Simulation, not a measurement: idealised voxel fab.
The document below concerns the process module designated voxel ribs on slabs.
Cross-section cut spans 175 nm and uses square cells 5 nm in size.
Notation: cross-section as square-cell grid; stated in bands, top first, going down; one or more cell rows per band. A band entry consists of two parts. The first gives the height of the band's top and the height of its bottom, in nm. The rest lists the band's materials from left to right, each with its width in nm. A single material labelled with the word "full width" fills the band from edge to edge, and the word "blank" marks empty space. Beneath 0, the wafer as received is one material, and that level is where height counting begins. The lowest band goes on downward without a bottom; it is written like "top 0, no bottom". Top row gets the first number, bottom row gets the second, and each row in between changes by the same step: that is how a band width like "30->40" works. Any step labelled "remains unaltered" changed none of the cells in the cross-section. "Voids lacking openings" enumerates empty spaces isolated from the top, with no open way to it, that contain at least 8 cells, giving each as width x height at distance from the left edge, all three in nm. On each step's line, the part that comes after the settings is the simulator's own comment on the step. overlay nm: how far to the right of its planned place the mask lay on this masked step (negative: to the left).
Planned process steps:
1 RECEIVE with material Si
2 DIRECTIONAL_DEP with material SiO2, thk nm 20
3 DIRECTIONAL_DEP with material polySi, thk nm 15
4 DIRECTIONAL_DEP with material aC, thk nm 15
5 PATTERN with tone cover, mask id RIB, material resist, width nm 30, thk nm 35, overlay nm 0
6 DIRECTIONAL_ETCH with etch materials aC, depth nm 15
7 STRIP with etch materials resist
8 DIRECTIONAL_ETCH with etch materials polySi, depth nm 10
9 STRIP with etch materials aC
10 MASKED_ETCH with tone cover, mask id SLAB, width nm 70, etch materials polySi, depth nm 5, overlay nm 0
11 FILL_DEP with material SiO2, thk nm 20
12 CMP with height nm 45
13 DIRECTIONAL_DEP with material W, thk nm 10
14 DIRECTIONAL_DEP with material aC, thk nm 15
15 PATTERN with tone cover, mask id HEATER, material resist, width nm 40, thk nm 35, overlay nm 0
16 DIRECTIONAL_ETCH with etch materials aC, depth nm 15
17 STRIP with etch materials resist
18 DIRECTIONAL_ETCH with etch materials W, depth nm 10
19 STRIP with etch materials aC
20 CONFORMAL_DEP with material SiO2, thk nm 10
As-received state of the wafer in cross-section, equivalent to post-step 1:
    top 0, no bottom = Si full width
    Voids lacking openings: none
First of two wafers at the end of the module, shown in cross-section; run carried out as planned:
    top 65, bottom 55 = blank (55)  SiO2 (60)  blank (60)
    top 55, bottom 45 = SiO2 (65)  W (40)  SiO2 (70)
    top 45, bottom 35 = SiO2 full width
    top 35, bottom 25 = SiO2 (70)  polySi (30)  SiO2 (75)
    top 25, bottom 20 = SiO2 (50)  polySi (70)  SiO2 (55)
    top 20, bottom 0 = SiO2 full width
    top 0, no bottom = Si full width
    Voids lacking openings: none
Cross-section, wafer two of two, end of module: same start and plan as wafer one, one error in execution:
    top 65, bottom 55 = blank (55)  SiO2 (60)  blank (60)
    top 55, bottom 45 = SiO2 (65)  W (40)  SiO2 (70)
    top 45, bottom 35 = SiO2 full width
    top 35, bottom 25 = SiO2 (75)  polySi (25)  SiO2 (75)
    top 25, bottom 20 = SiO2 (50)  polySi (70)  SiO2 (55)
    top 20, bottom 0 = SiO2 full width
    top 0, no bottom = Si full width
    Voids lacking openings: none
Short version of what went wrong: in deviation from the planned setting, step 5 was conducted as PATTERN with tone cover, mask id RIB, material resist, width nm 25, thk nm 35, overlay nm 0
Final cells, second wafer relative to first, materials higher or lower: +2 SiO2 | -2 polySi
